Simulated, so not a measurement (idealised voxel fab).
Process module in this document: voxel local oxidation
FYI the section here is cut, 220 nm wide, cells are 5 nm squares.
Cross-section spec: square-cell grid; bands listed top down; each band is one or more rows. Quick guide to a band line: top height, bottom height (nm) up front; then every material left to right with its width in nm. Only one material and it's marked "edge to edge"? Then it fills the band edge to edge. And "blank" just means empty space. Heights are expressed relative to 0, this being the level below which the as-received wafer comprises one material exclusively. The lowest band is unbounded in the downward direction and is denoted as in "0 and below". Width spec "30..40" -> top row of cells at first value, bottom row at second value, equal per-row change in between. Basically "remained unchanged" means that step didn't change any cell in the cross-section. Entry "Closed empty spaces". Content: empty spaces with no open connection to the top, size 8 cells or greater. Each: width x height at distance. Distance: from left edge. Unit: nm. Heads up: the bit after the settings on a step's line is the simulator's remark on that step. A step's line can hold "overlay nm"; with a mask on that step, the setting says how far right of the planned place the mask lay, while a negative setting says it lay to the left.
So here's the lineup of process steps we planned:
1,RECEIVE: material Si
2,CONFORMAL_DEP: material SiO2, thk nm 5
3,CONFORMAL_DEP: material SiN, thk nm 10
4,MASKED_ETCH: tone cover, mask id ACTIVE, width nm 95, etch materials SiN, depth nm 10, overlay nm -15
5,SELECTIVE_ETCH: etch materials SiO2, depth nm 5
6,OXIDIZE: depth nm 15
7,STRIP: etch materials SiN
Don't read the plan's overlay nm for step 4 as applying to every wafer: that's the first wafer's value, and the wafers differ in it, though they all start identical.
Cross-section of the first of several wafers as received (after step 1):
    0 and below: Si edge to edge
    Closed empty spaces: none
Module end state after final step 7: cross-section of the first of several wafers:
    5 down to 0: blank 50 | SiO2 85 | blank 85
    0 down to -15: SiO2 65 | Si 55 | SiO2 100
    -15 and below: Si edge to edge
    Closed empty spaces: none
Cross-section of the last wafer at end of module:
    5 down to 0: blank 80 | SiO2 85 | blank 55
    0 down to -15: SiO2 95 | Si 55 | SiO2 70
    -15 and below: Si edge to edge
    Closed empty spaces: none
Every row in this table is a wafer at the end of the module, and it gives, for each of the materials, the cells that wafer has gained (+) or lost (-) since it was received, then its closed voids:
overlay nm -15 | -99 Si | +116 SiO2 | Closed empty spaces: none
overlay nm -10 | -99 Si | +116 SiO2 | Closed empty spaces: none
overlay nm -5 | -99 Si | +116 SiO2 | Closed empty spaces: none
overlay nm 0 | -99 Si | +116 SiO2 | Closed empty spaces: none
overlay nm 5 | -99 Si | +116 SiO2 | Closed empty spaces: none
overlay nm 10 | -99 Si | +116 SiO2 | Closed empty spaces: none
overlay nm 15 | -99 Si | +116 SiO2 | Closed empty spaces: none
